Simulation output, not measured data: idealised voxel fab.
Process module, titled voxel wiring stack
Each square cell in cross-section cut measures 5 nm, and the section as a whole is 255 nm wide.
Cross-section format: a grid of square cells, given as bands from top to bottom; each band is one or more rows of cells.
In this notation a band is specified by the heights of its top and bottom, in that order and in nm, after which its materials appear from left to right, each paired with its width in nm. The word "throughout" attached to a single material means that material fills the band from edge to edge; the word "air" stands for empty space.
Heights are expressed relative to 0, this being the level below which the as-received wafer comprises one material exclusively. The lowest band is unbounded in the downward direction and is denoted as in "0 -> down".
Top row gets the first number, bottom row gets the second, and each row in between changes by the same step: that is how a band width like "30 to 40" works.
The cross-section has no changed cell in any step marked "same as before".
What "Closed internal cavities" gives you is every empty space of 8 cells or more that is cut off from the top. Each appears as width x height at distance, with the distance taken from the left edge and width, height and distance all in nm.
Note: text after step settings on the step line = simulator remark on that step.
overlay nm: where the mask lay relative to plan, measured to the right, on steps with a mask; negatives go left.

List of planned process steps:
step 1: RECEIVE, material Si
step 2: CONFORMAL_DEP, material SiO2, thk nm 10
step 3: CONFORMAL_DEP, material SiCN, thk nm 5
step 4: DIRECTIONAL_DEP, material SiO2, thk nm 20
step 5: MASKED_ETCH, tone open, mask id METAL_1, width nm 25, pitch nm 55, etch materials SiO2, depth nm 20, overlay nm 0
step 6: MASKED_ETCH, tone open, mask id METAL_1, width nm 25, pitch nm 55, etch materials SiCN, depth nm 5, overlay nm 0
step 7: CONFORMAL_DEP, material TiN, thk nm 5
step 8: FILL_DEP, material W, thk nm 5
step 9: CMP, height nm 35
step 10: EPI, material Ru, thk nm 5
step 11: FILL_DEP, material SiCN, thk nm 5
step 12: DIRECTIONAL_DEP, material lowk, thk nm 25
step 13: DIRECTIONAL_DEP, material aC, thk nm 10
step 14: PATTERN, tone open, mask id METAL_2_HOLES, material resist, width nm 15, pitch nm 55, thk nm 30, overlay nm 0
step 15: DIRECTIONAL_ETCH, etch materials aC, depth nm 10
step 16: STRIP, etch materials resist
step 17: DIRECTIONAL_ETCH, etch materials lowk, depth nm 25
step 18: STRIP, etch materials aC
step 19: PATTERN, tone open, mask id METAL_2, material resist, width nm 25, pitch nm 55, thk nm 20, overlay nm 0
step 20: DIRECTIONAL_ETCH, etch materials lowk, depth nm 15
step 21: DIRECTIONAL_ETCH, etch materials SiCN, depth nm 5
step 22: STRIP, etch materials resist
step 23: CONFORMAL_DEP, material TiN, thk nm 5
step 24: FILL_DEP, material Ru, thk nm 10
step 25: CMP, height nm 70
step 26: CONFORMAL_DEP, material SiCN, thk nm 5
step 27: DIRECTIONAL_DEP, material lowk, thk nm 25
step 28: DIRECTIONAL_DEP, material aC, thk nm 15
step 29: PATTERN, tone open, mask id METAL_3, material resist, width nm 25, pitch nm 55, thk nm 30, overlay nm 0
step 30: DIRECTIONAL_ETCH, etch materials aC, depth nm 15
step 31: STRIP, etch materials resist
step 32: DIRECTIONAL_ETCH, etch materials lowk, depth nm 15
step 33: STRIP, etch materials aC
step 34: PATTERN, tone open, mask id METAL_3_HOLES, material resist, width nm 15, pitch nm 55, thk nm 20, overlay nm 0
step 35: DIRECTIONAL_ETCH, etch materials lowk, depth nm 10
step 36: DIRECTIONAL_ETCH, etch materials SiCN, depth nm 5
step 37: STRIP, etch materials resist
step 38: CONFORMAL_DEP, material TiN, thk nm 5
step 39: FILL_DEP, material Cu, thk nm 10
step 40: CMP, height nm 100
step 41: CONFORMAL_DEP, material SiN, thk nm 5

Here's what the wafer looked like in cross-section when it arrived - that's after step 1:
	0 -> down | Si throughout
	Closed internal cavities: none

Looking at the first of two wafers in cross-section at end of module - ran to plan:
	105 -> 100 | SiN throughout
	100 -> 90 | 60 lowk; 5 TiN; 15 Cu; 5 TiN; 30 lowk; 5 TiN; 15 Cu; 5 TiN; 30 lowk; 5 TiN; 15 Cu; 5 TiN; 60 lowk
	90 -> 85 | 60 lowk; 5 TiN; 5 Cu; 15 TiN; 30 lowk; 5 TiN; 5 Cu; 15 TiN; 30 lowk; 5 TiN; 5 Cu; 15 TiN; 60 lowk
	85 -> 75 | 60 lowk; 5 TiN; 5 Cu; 5 TiN; 40 lowk; 5 TiN; 5 Cu; 5 TiN; 40 lowk; 5 TiN; 5 Cu; 5 TiN; 70 lowk
	75 -> 70 | 60 SiCN; 15 TiN; 40 SiCN; 15 TiN; 40 SiCN; 15 TiN; 70 SiCN
	70 -> 60 | 60 lowk; 5 TiN; 15 Ru; 5 TiN; 30 lowk; 5 TiN; 15 Ru; 5 TiN; 30 lowk; 5 TiN; 15 Ru; 5 TiN; 60 lowk
	60 -> 55 | 60 lowk; 5 TiN; 5 Ru; 15 TiN; 30 lowk; 5 TiN; 5 Ru; 15 TiN; 30 lowk; 5 TiN; 5 Ru; 15 TiN; 60 lowk
	55 -> 45 | 60 lowk; 5 TiN; 5 Ru; 5 TiN; 40 lowk; 5 TiN; 5 Ru; 5 TiN; 40 lowk; 5 TiN; 5 Ru; 5 TiN; 70 lowk
	45 -> 40 | 60 SiCN; 15 TiN; 40 SiCN; 15 TiN; 40 SiCN; 15 TiN; 70 SiCN
	40 -> 35 | 55 SiCN; 35 Ru; 20 SiCN; 35 Ru; 20 SiCN; 35 Ru; 55 SiCN
	35 -> 15 | 60 SiO2; 5 TiN; 15 W; 5 TiN; 30 SiO2; 5 TiN; 15 W; 5 TiN; 30 SiO2; 5 TiN; 15 W; 5 TiN; 60 SiO2
	15 -> 10 | 60 SiCN; 25 TiN; 30 SiCN; 25 TiN; 30 SiCN; 25 TiN; 60 SiCN
	10 -> 0 | SiO2 throughout
	0 -> down | Si throughout
	Closed internal cavities: none

This cross-section belongs to the second wafer of two at the end of the module; the start and the plan were shared with the first, and the run included one mistake:
	105 -> 100 | SiN throughout
	100 -> 90 | 55 lowk; 5 TiN; 25 Cu; 5 TiN; 20 lowk; 5 TiN; 25 Cu; 5 TiN; 20 lowk; 5 TiN; 25 Cu; 5 TiN; 55 lowk
	90 -> 85 | 55 lowk; 10 TiN; 5 Cu; 20 TiN; 20 lowk; 10 TiN; 5 Cu; 20 TiN; 20 lowk; 10 TiN; 5 Cu; 20 TiN; 55 lowk
	85 -> 75 | 60 lowk; 5 TiN; 5 Cu; 5 TiN; 40 lowk; 5 TiN; 5 Cu; 5 TiN; 40 lowk; 5 TiN; 5 Cu; 5 TiN; 70 lowk
	75 -> 70 | 60 SiCN; 15 TiN; 40 SiCN; 15 TiN; 40 SiCN; 15 TiN; 70 SiCN
	70 -> 60 | 60 lowk; 5 TiN; 15 Ru; 5 TiN; 30 lowk; 5 TiN; 15 Ru; 5 TiN; 30 lowk; 5 TiN; 15 Ru; 5 TiN; 60 lowk
	60 -> 55 | 60 lowk; 5 TiN; 5 Ru; 15 TiN; 30 lowk; 5 TiN; 5 Ru; 15 TiN; 30 lowk; 5 TiN; 5 Ru; 15 TiN; 60 lowk
	55 -> 45 | 60 lowk; 5 TiN; 5 Ru; 5 TiN; 40 lowk; 5 TiN; 5 Ru; 5 TiN; 40 lowk; 5 TiN; 5 Ru; 5 TiN; 70 lowk
	45 -> 40 | 60 SiCN; 15 TiN; 40 SiCN; 15 TiN; 40 SiCN; 15 TiN; 70 SiCN
	40 -> 35 | 55 SiCN; 35 Ru; 20 SiCN; 35 Ru; 20 SiCN; 35 Ru; 55 SiCN
	35 -> 15 | 60 SiO2; 5 TiN; 15 W; 5 TiN; 30 SiO2; 5 TiN; 15 W; 5 TiN; 30 SiO2; 5 TiN; 15 W; 5 TiN; 60 SiO2
	15 -> 10 | 60 SiCN; 25 TiN; 30 SiCN; 25 TiN; 30 SiCN; 25 TiN; 60 SiCN
	10 -> 0 | SiO2 throughout
	0 -> down | Si throughout
	Closed internal cavities: none
Where did the run depart from the plan? rather than as planned, step 29 actually ran as PATTERN, tone open, mask id METAL_3, material resist, width nm 35, pitch nm 55, thk nm 30, overlay nm 0
In the final state, the cell counts of the second wafer exceed or fall short of those of the first for the following materials: +12 Cu; +6 TiN; -18 lowk
